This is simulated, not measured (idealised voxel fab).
The process module that follows is named voxel transistor to metal.
Each square cell in cross-section cut measures 5 nm, and the section as a whole is 210 nm wide.
Format of a cross-section: grid, square cells. Given as bands. Order: top down. Band: one or more rows of cells.
Basically the band line says how high the top is and how high the bottom is, in nm, and then what's in it from left to right, every material with its width in nm. Empty space shows up as "air", and if a single material carries "full width" it runs the full band edge to edge.
Convention: height 0 is the level below which the wafer, as received, is all one material. The lowest band does not terminate at the bottom but continues downward, represented as "from 0 down".
With a width like "30 to 40", each row of cells in the band differs from the next by the same amount, the top row carrying the first number and the bottom row the second.
"everything unchanged" means the step left every cell of the cross-section as it was.
Any empty space of 8 cells or more lacking an open way to the top shows up in "Completely sealed voids" as width x height at distance, distance from the left edge, in nm.
Where a step's line continues beyond its settings, the continuation is a remark by the simulator itself on that step.
The line of a step may include "overlay nm". On a step with a mask, this value is how far to the right of its planned place the mask lay. A negative value means the mask lay to the left.
The planned process steps are enumerated hereunder
1,RECEIVE | material Si
2,CONFORMAL_DEP | material SiO2 | thk nm 5
3,CONFORMAL_DEP | material SiN | thk nm 10
4,MASKED_ETCH | tone cover | mask id ACTIVE | width nm 115 | etch materials SiN | depth nm 10 | overlay nm 0
5,MASKED_ETCH | tone cover | mask id ACTIVE | width nm 115 | etch materials SiO2 | depth nm 5 | overlay nm 0
6,MASKED_ETCH | tone cover | mask id ACTIVE | width nm 115 | etch materials Si | depth nm 35 | overlay nm 0
7,OXIDIZE | depth nm 5
8,FILL_DEP | material SiO2 | thk nm 15
9,CMP | height nm 15
10,SELECTIVE_ETCH | etch materials SiO2 | depth nm 5
11,STRIP | etch materials SiN
12,SELECTIVE_ETCH | etch materials SiO2 | depth nm 5
13,OXIDIZE | depth nm 5
14,DIRECTIONAL_DEP | material polySi | thk nm 30
15,DIRECTIONAL_DEP | material SiCN | thk nm 10
16,PATTERN | tone cover | mask id GATE | material resist | width nm 25 | thk nm 15 | overlay nm 0
17,DIRECTIONAL_ETCH | etch materials SiCN | depth nm 20
18,DIRECTIONAL_ETCH | etch materials polySi | depth nm 40
19,STRIP | etch materials resist
20,CONFORMAL_DEP | material SiN | thk nm 10
21,DIRECTIONAL_ETCH | etch materials SiN | depth nm 10
22,DIRECTIONAL_ETCH | etch materials SiO2 | depth nm 5
23,EPI | material nSi | thk nm 5
24,FILL_DEP | material SiO2 | thk nm 5
25,CMP | height nm 40
26,DIRECTIONAL_DEP | material SiO2 | thk nm 10
27,DIRECTIONAL_DEP | material aC | thk nm 10
28,PATTERN | tone open | mask id CONTACT | material resist | width nm 20 | pitch nm 75 | thk nm 30 | overlay nm 0
29,DIRECTIONAL_ETCH | etch materials aC | depth nm 10
30,STRIP | etch materials resist
31,DIRECTIONAL_ETCH | etch materials SiO2 | depth nm 50
32,STRIP | etch materials aC
33,CONFORMAL_DEP | material TiN | thk nm 5
34,FILL_DEP | material Ru | thk nm 5
35,CMP | height nm 50
36,CONFORMAL_DEP | material SiCN | thk nm 5
37,DIRECTIONAL_DEP | material lowk | thk nm 15
38,PATTERN | tone open | mask id METAL_1 | material resist | width nm 20 | pitch nm 75 | thk nm 20 | overlay nm 0
39,DIRECTIONAL_ETCH | etch materials lowk | depth nm 15
40,DIRECTIONAL_ETCH | etch materials SiCN | depth nm 5
41,STRIP | etch materials resist
42,CONFORMAL_DEP | material TiN | thk nm 5
43,FILL_DEP | material W | thk nm 5
44,CMP | height nm 70
45,CONFORMAL_DEP | material SiN | thk nm 5
First wafer, two in total, run as planned
Incoming wafer, cross-sectional view, post step 1
> from 0 down | Si full width
> Completely sealed voids: none
Step 2 complete: cross-section through the wafer
> from 5 to 0 | SiO2 full width
> Note: structure below 0 unchanged.
Step 3 complete: cross-section through the wafer
> from 15 to 5 | SiN full width
> Note: structure below 5 unchanged.
Step 4 complete: cross-section through the wafer
> from 15 to 5 | air: 45 | SiN: 115 | air: 50
> Note: structure below 5 unchanged.
Step 5 complete: cross-section through the wafer
> from 15 to 5 | air: 45 | SiN: 115 | air: 50
> from 5 to 0 | air: 45 | SiO2: 115 | air: 50
> Note: structure below 0 unchanged.
Step 6 complete: cross-section through the wafer
> from 15 to 5 | air: 45 | SiN: 115 | air: 50
> from 5 to 0 | air: 45 | SiO2: 115 | air: 50
> from 0 to -35 | air: 45 | Si: 115 | air: 50
> Note: structure below -35 unchanged.
Step 7 complete: cross-section through the wafer
> from 15 to 5 | air: 45 | SiN: 115 | air: 50
> from 5 to 0 | air: 45 | SiO2: 115 | air: 50
> from 0 to -35 | air: 45 | SiO2: 5 | Si: 105 | SiO2: 5 | air: 50
> from -35 to -40 | SiO2: 50 | Si: 105 | SiO2: 55
> Note: structure below -40 unchanged.
Step 8 complete: cross-section through the wafer
> from 30 to 15 | SiO2 full width
> from 15 to 5 | SiO2: 45 | SiN: 115 | SiO2: 50
> from 5 to 0 | SiO2 full width
> from 0 to -40 | SiO2: 50 | Si: 105 | SiO2: 55
> Note: structure below -40 unchanged.
Step 9 complete: cross-section through the wafer
> from 15 to 5 | SiO2: 45 | SiN: 115 | SiO2: 50
> Note: structure below 5 unchanged.
Step 10 complete: cross-section through the wafer
> from 15 to 10 | air: 45 | SiN: 115 | air: 50
> Note: structure below 10 unchanged.
Step 11 complete: cross-section through the wafer
> from 10 to 5 | SiO2: 45 | air: 115 | SiO2: 50
> Note: structure below 5 unchanged.
Step 12 complete: cross-section through the wafer
> from 5 to 0 | SiO2: 40 | air: 125 | SiO2: 45
> Note: structure below 0 unchanged.
Step 13 complete: cross-section through the wafer
> from 5 to 0 | SiO2: 40 | air: 125 | SiO2: 45
> from 0 to -5 | SiO2 full width
> Note: structure below -5 unchanged.
Step 14 complete: cross-section through the wafer
> from 35 to 30 | polySi: 40 | air: 125 | polySi: 45
> from 30 to 5 | polySi full width
> from 5 to 0 | SiO2: 40 | polySi: 125 | SiO2: 45
> Note: structure below 0 unchanged.
Step 15 complete: cross-section through the wafer
> from 45 to 40 | SiCN: 40 | air: 125 | SiCN: 45
> from 40 to 35 | SiCN full width
> from 35 to 30 | polySi: 40 | SiCN: 125 | polySi: 45
> Note: structure below 30 unchanged.
Step 16 complete: cross-section through the wafer
> from 60 to 45 | air: 90 | resist: 25 | air: 95
> from 45 to 40 | SiCN: 40 | air: 50 | resist: 25 | air: 50 | SiCN: 45
> Note: structure below 40 unchanged.
Step 17 complete: cross-section through the wafer
> from 60 to 40 | air: 90 | resist: 25 | air: 95
> from 40 to 35 | air: 90 | SiCN: 25 | air: 95
> from 35 to 30 | polySi: 40 | air: 50 | SiCN: 25 | air: 50 | polySi: 45
> Note: structure below 30 unchanged.
Step 18 complete: cross-section through the wafer
> from 60 to 40 | air: 90 | resist: 25 | air: 95
> from 40 to 30 | air: 90 | SiCN: 25 | air: 95
> from 30 to 5 | air: 90 | polySi: 25 | air: 95
> from 5 to 0 | SiO2: 40 | air: 50 | polySi: 25 | air: 50 | SiO2: 45
> Note: structure below 0 unchanged.
Step 19 complete: cross-section through the wafer
> from 40 to 30 | air: 90 | SiCN: 25 | air: 95
> Note: structure below 30 unchanged.
Step 20 complete: cross-section through the wafer
> from 50 to 40 | air: 80 | SiN: 45 | air: 85
> from 40 to 30 | air: 80 | SiN: 10 | SiCN: 25 | SiN: 10 | air: 85
> from 30 to 15 | air: 80 | SiN: 10 | polySi: 25 | SiN: 10 | air: 85
> from 15 to 10 | SiN: 50 | air: 30 | SiN: 10 | polySi: 25 | SiN: 10 | air: 30 | SiN: 55
> from 10 to 5 | SiN: 90 | polySi: 25 | SiN: 95
> from 5 to 0 | SiO2: 40 | SiN: 50 | polySi: 25 | SiN: 50 | SiO2: 45
> Note: structure below 0 unchanged.
Step 21 complete: cross-section through the wafer
> from 40 to 30 | air: 80 | SiN: 10 | SiCN: 25 | SiN: 10 | air: 85
> from 30 to 5 | air: 80 | SiN: 10 | polySi: 25 | SiN: 10 | air: 85
> from 5 to 0 | SiO2: 40 | SiN: 10 | air: 30 | SiN: 10 | polySi: 25 | SiN: 10 | air: 30 | SiN: 10 | SiO2: 45
> Note: structure below 0 unchanged.
Step 22 complete: cross-section through the wafer
> from 40 to 30 | air: 80 | SiN: 10 | SiCN: 25 | SiN: 10 | air: 85
> from 30 to 5 | air: 80 | SiN: 10 | polySi: 25 | SiN: 10 | air: 85
> from 5 to 0 | air: 40 | SiN: 10 | air: 30 | SiN: 10 | polySi: 25 | SiN: 10 | air: 30 | SiN: 10 | air: 45
> from 0 to -5 | SiO2: 50 | air: 30 | SiO2: 45 | air: 30 | SiO2: 55
> Note: structure below -5 unchanged.
Step 23 complete: cross-section through the wafer
> from 40 to 30 | air: 80 | SiN: 10 | SiCN: 25 | SiN: 10 | air: 85
> from 30 to 5 | air: 80 | SiN: 10 | polySi: 25 | SiN: 10 | air: 85
> from 5 to 0 | air: 40 | SiN: 10 | air: 30 | SiN: 10 | polySi: 25 | SiN: 10 | air: 30 | SiN: 10 | air: 45
> from 0 to -5 | SiO2: 50 | nSi: 30 | SiO2: 45 | nSi: 30 | SiO2: 55
> Note: structure below -5 unchanged.
Step 24 complete: cross-section through the wafer
> from 45 to 40 | SiO2 full width
> from 40 to 30 | SiO2: 80 | SiN: 10 | SiCN: 25 | SiN: 10 | SiO2: 85
> from 30 to 5 | SiO2: 80 | SiN: 10 | polySi: 25 | SiN: 10 | SiO2: 85
> from 5 to 0 | SiO2: 40 | SiN: 10 | SiO2: 30 | SiN: 10 | polySi: 25 | SiN: 10 | SiO2: 30 | SiN: 10 | SiO2: 45
> Note: structure below 0 unchanged.
Step 25 complete: cross-section through the wafer
> from 40 to 30 | SiO2: 80 | SiN: 10 | SiCN: 25 | SiN: 10 | SiO2: 85
> Note: structure below 30 unchanged.
Step 26 complete: cross-section through the wafer
> from 50 to 40 | SiO2 full width
> Note: structure below 40 unchanged.
Step 27 complete: cross-section through the wafer
> from 60 to 50 | aC full width
> Note: structure below 50 unchanged.
Step 28 complete: cross-section through the wafer
> from 90 to 60 | resist: 55 | air: 20 | resist: 55 | air: 20 | resist: 60
> Note: structure below 60 unchanged.
Step 29 complete: cross-section through the wafer
> from 80 to 60 | resist: 55 | air: 20 | resist: 55 | air: 20 | resist: 60
> from 60 to 50 | aC: 55 | air: 20 | aC: 55 | air: 20 | aC: 60
> Note: structure below 50 unchanged.
Step 30 complete: cross-section through the wafer
> from 60 to 50 | aC: 55 | air: 20 | aC: 55 | air: 20 | aC: 60
> Note: structure below 50 unchanged.
Step 31 complete: cross-section through the wafer
> from 60 to 50 | aC: 55 | air: 20 | aC: 55 | air: 20 | aC: 60
> from 50 to 40 | SiO2: 55 | air: 20 | SiO2: 55 | air: 20 | SiO2: 60
> from 40 to 30 | SiO2: 55 | air: 20 | SiO2: 5 | SiN: 10 | SiCN: 25 | SiN: 10 | SiO2: 5 | air: 20 | SiO2: 60
> from 30 to 5 | SiO2: 55 | air: 20 | SiO2: 5 | SiN: 10 | polySi: 25 | SiN: 10 | SiO2: 5 | air: 20 | SiO2: 60
> from 5 to 0 | SiO2: 40 | SiN: 10 | SiO2: 5 | air: 20 | SiO2: 5 | SiN: 10 | polySi: 25 | SiN: 10 | SiO2: 5 | air: 20 | SiO2: 5 | SiN: 10 | SiO2: 45
> Note: structure below 0 unchanged.
Step 32 complete: cross-section through the wafer
> from 50 to 40 | SiO2: 55 | air: 20 | SiO2: 55 | air: 20 | SiO2: 60
> Note: structure below 40 unchanged.
Step 33 complete: cross-section through the wafer
> from 55 to 50 | TiN: 60 | air: 10 | TiN: 65 | air: 10 | TiN: 65
> from 50 to 40 | SiO2: 55 | TiN: 5 | air: 10 | TiN: 5 | SiO2: 55 | TiN: 5 | air: 10 | TiN: 5 | SiO2: 60
> from 40 to 30 | SiO2: 55 | TiN: 5 | air: 10 | TiN: 5 | SiO2: 5 | SiN: 10 | SiCN: 25 | SiN: 10 | SiO2: 5 | TiN: 5 | air: 10 | TiN: 5 | SiO2: 60
> from 30 to 5 | SiO2: 55 | TiN: 5 | air: 10 | TiN: 5 | SiO2: 5 | SiN: 10 | polySi: 25 | SiN: 10 | SiO2: 5 | TiN: 5 | air: 10 | TiN: 5 | SiO2: 60
> from 5 to 0 | SiO2: 40 | SiN: 10 | SiO2: 5 | TiN: 20 | SiO2: 5 | SiN: 10 | polySi: 25 | SiN: 10 | SiO2: 5 | TiN: 20 | SiO2: 5 | SiN: 10 | SiO2: 45
> Note: structure below 0 unchanged.
Step 34 complete: cross-section through the wafer
> from 60 to 55 | Ru full width
> from 55 to 50 | TiN: 60 | Ru: 10 | TiN: 65 | Ru: 10 | TiN: 65
> from 50 to 40 | SiO2: 55 | TiN: 5 | Ru: 10 | TiN: 5 | SiO2: 55 | TiN: 5 | Ru: 10 | TiN: 5 | SiO2: 60
> from 40 to 30 | SiO2: 55 | TiN: 5 | Ru: 10 | TiN: 5 | SiO2: 5 | SiN: 10 | SiCN: 25 | SiN: 10 | SiO2: 5 | TiN: 5 | Ru: 10 | TiN: 5 | SiO2: 60
> from 30 to 5 | SiO2: 55 | TiN: 5 | Ru: 10 | TiN: 5 | SiO2: 5 | SiN: 10 | polySi: 25 | SiN: 10 | SiO2: 5 | TiN: 5 | Ru: 10 | TiN: 5 | SiO2: 60
> Note: structure below 5 unchanged.
Step 35 complete: cross-section through the wafer
> from 50 to 40 | SiO2: 55 | TiN: 5 | Ru: 10 | TiN: 5 | SiO2: 55 | TiN: 5 | Ru: 10 | TiN: 5 | SiO2: 60
> Note: structure below 40 unchanged.
Step 36 complete: cross-section through the wafer
> from 55 to 50 | SiCN full width
> Note: structure below 50 unchanged.
Step 37 complete: cross-section through the wafer
> from 70 to 55 | lowk full width
> Note: structure below 55 unchanged.
Step 38 complete: cross-section through the wafer
> from 90 to 70 | resist: 55 | air: 20 | resist: 55 | air: 20 | resist: 60
> Note: structure below 70 unchanged.
Step 39 complete: cross-section through the wafer
> from 90 to 70 | resist: 55 | air: 20 | resist: 55 | air: 20 | resist: 60
> from 70 to 55 | lowk: 55 | air: 20 | lowk: 55 | air: 20 | lowk: 60
> Note: structure below 55 unchanged.
Step 40 complete: cross-section through the wafer
> from 90 to 70 | resist: 55 | air: 20 | resist: 55 | air: 20 | resist: 60
> from 70 to 55 | lowk: 55 | air: 20 | lowk: 55 | air: 20 | lowk: 60
> from 55 to 50 | SiCN: 55 | air: 20 | SiCN: 55 | air: 20 | SiCN: 60
> Note: structure below 50 unchanged.
Step 41 complete: cross-section through the wafer
> from 70 to 55 | lowk: 55 | air: 20 | lowk: 55 | air: 20 | lowk: 60
> Note: structure below 55 unchanged.
Step 42 complete: cross-section through the wafer
> from 75 to 70 | TiN: 60 | air: 10 | TiN: 65 | air: 10 | TiN: 65
> from 70 to 55 | lowk: 55 | TiN: 5 | air: 10 | TiN: 5 | lowk: 55 | TiN: 5 | air: 10 | TiN: 5 | lowk: 60
> from 55 to 50 | SiCN: 55 | TiN: 20 | SiCN: 55 | TiN: 20 | SiCN: 60
> Note: structure below 50 unchanged.
Step 43 complete: cross-section through the wafer
> from 80 to 75 | W full width
> from 75 to 70 | TiN: 60 | W: 10 | TiN: 65 | W: 10 | TiN: 65
> from 70 to 55 | lowk: 55 | TiN: 5 | W: 10 | TiN: 5 | lowk: 55 | TiN: 5 | W: 10 | TiN: 5 | lowk: 60
> Note: structure below 55 unchanged.
Step 44 complete: cross-section through the wafer
> from 70 to 55 | lowk: 55 | TiN: 5 | W: 10 | TiN: 5 | lowk: 55 | TiN: 5 | W: 10 | TiN: 5 | lowk: 60
> Note: structure below 55 unchanged.
Step 45 complete: cross-section through the wafer
> from 75 to 70 | SiN full width
> Note: structure below 70 unchanged.
The second wafer began exactly as the first did and followed the same plan, but one mistake was made while running it; through step 31 inclusive, the two wafers are identical
Look at the second wafer in cross-section at the time step 32 ought to have finished
> from 50 to 40 | SiO2: 55 | air: 20 | SiO2: 55 | air: 20 | SiO2: 60
> Note: structure below 40 unchanged.
Look at the second wafer in cross-section at the time step 33 ought to have finished
> from 55 to 50 | TiN: 60 | air: 10 | TiN: 65 | air: 10 | TiN: 65
> from 50 to 40 | SiO2: 55 | TiN: 5 | air: 10 | TiN: 5 | SiO2: 55 | TiN: 5 | air: 10 | TiN: 5 | SiO2: 60
> from 40 to 30 | SiO2: 55 | TiN: 5 | air: 10 | TiN: 5 | SiO2: 5 | SiN: 10 | SiCN: 25 | SiN: 10 | SiO2: 5 | TiN: 5 | air: 10 | TiN: 5 | SiO2: 60
> from 30 to 5 | SiO2: 55 | TiN: 5 | air: 10 | TiN: 5 | SiO2: 5 | SiN: 10 | polySi: 25 | SiN: 10 | SiO2: 5 | TiN: 5 | air: 10 | TiN: 5 | SiO2: 60
> from 5 to 0 | SiO2: 40 | SiN: 10 | SiO2: 5 | TiN: 20 | SiO2: 5 | SiN: 10 | polySi: 25 | SiN: 10 | SiO2: 5 | TiN: 20 | SiO2: 5 | SiN: 10 | SiO2: 45
> Note: structure below 0 unchanged.
Look at the second wafer in cross-section at the time step 34 ought to have finished
> from 60 to 55 | Ru full width
> from 55 to 50 | TiN: 60 | Ru: 10 | TiN: 65 | Ru: 10 | TiN: 65
> from 50 to 40 | SiO2: 55 | TiN: 5 | Ru: 10 | TiN: 5 | SiO2: 55 | TiN: 5 | Ru: 10 | TiN: 5 | SiO2: 60
> from 40 to 30 | SiO2: 55 | TiN: 5 | Ru: 10 | TiN: 5 | SiO2: 5 | SiN: 10 | SiCN: 25 | SiN: 10 | SiO2: 5 | TiN: 5 | Ru: 10 | TiN: 5 | SiO2: 60
> from 30 to 5 | SiO2: 55 | TiN: 5 | Ru: 10 | TiN: 5 | SiO2: 5 | SiN: 10 | polySi: 25 | SiN: 10 | SiO2: 5 | TiN: 5 | Ru: 10 | TiN: 5 | SiO2: 60
> Note: structure below 5 unchanged.
Look at the second wafer in cross-section at the time step 35 ought to have finished
> from 50 to 40 | SiO2: 55 | TiN: 5 | Ru: 10 | TiN: 5 | SiO2: 55 | TiN: 5 | Ru: 10 | TiN: 5 | SiO2: 60
> Note: structure below 40 unchanged.
Look at the second wafer in cross-section at the time step 36 ought to have finished
> from 55 to 50 | SiCN full width
> Note: structure below 50 unchanged.
Look at the second wafer in cross-section at the time step 37 ought to have finished
> from 70 to 55 | lowk full width
> Note: structure below 55 unchanged.
Look at the second wafer in cross-section at the time step 38 ought to have finished
> from 90 to 70 | resist: 55 | air: 20 | resist: 55 | air: 20 | resist: 60
> Note: structure below 70 unchanged.
Look at the second wafer in cross-section at the time step 39 ought to have finished
> from 90 to 70 | resist: 55 | air: 20 | resist: 55 | air: 20 | resist: 60
> from 70 to 55 | lowk: 55 | air: 20 | lowk: 55 | air: 20 | lowk: 60
> Note: structure below 55 unchanged.
Look at the second wafer in cross-section at the time step 40 ought to have finished
> from 90 to 70 | resist: 55 | air: 20 | resist: 55 | air: 20 | resist: 60
> from 70 to 55 | lowk: 55 | air: 20 | lowk: 55 | air: 20 | lowk: 60
> from 55 to 50 | SiCN: 55 | air: 20 | SiCN: 55 | air: 20 | SiCN: 60
> Note: structure below 50 unchanged.
Look at the second wafer in cross-section at the time step 41 ought to have finished
> from 70 to 55 | lowk: 55 | air: 20 | lowk: 55 | air: 20 | lowk: 60
> Note: structure below 55 unchanged.
Look at the second wafer in cross-section at the time step 42 ought to have finished
> from 75 to 70 | TiN: 60 | air: 10 | TiN: 65 | air: 10 | TiN: 65
> from 70 to 55 | lowk: 55 | TiN: 5 | air: 10 | TiN: 5 | lowk: 55 | TiN: 5 | air: 10 | TiN: 5 | lowk: 60
> from 55 to 50 | SiCN: 55 | TiN: 20 | SiCN: 55 | TiN: 20 | SiCN: 60
> Note: structure below 50 unchanged.
Look at the second wafer in cross-section at the time step 43 ought to have finished
> from 80 to 75 | W full width
> from 75 to 70 | TiN: 60 | W: 10 | TiN: 65 | W: 10 | TiN: 65
> from 70 to 55 | lowk: 55 | TiN: 5 | W: 10 | TiN: 5 | lowk: 55 | TiN: 5 | W: 10 | TiN: 5 | lowk: 60
> Note: structure below 55 unchanged.
Look at the second wafer in cross-section at the time step 44 ought to have finished
> from 70 to 55 | lowk: 55 | TiN: 5 | W: 10 | TiN: 5 | lowk: 55 | TiN: 5 | W: 10 | TiN: 5 | lowk: 60
> Note: structure below 55 unchanged.
Look at the second wafer in cross-section at the time step 45 ought to have finished
> from 75 to 70 | SiN full width
> Note: structure below 70 unchanged.
The plan and the run diverged here: heads up, step 32 of the plan got done twice
Result: same final cross-section on the two wafers, so no effect from the mistake in this model.
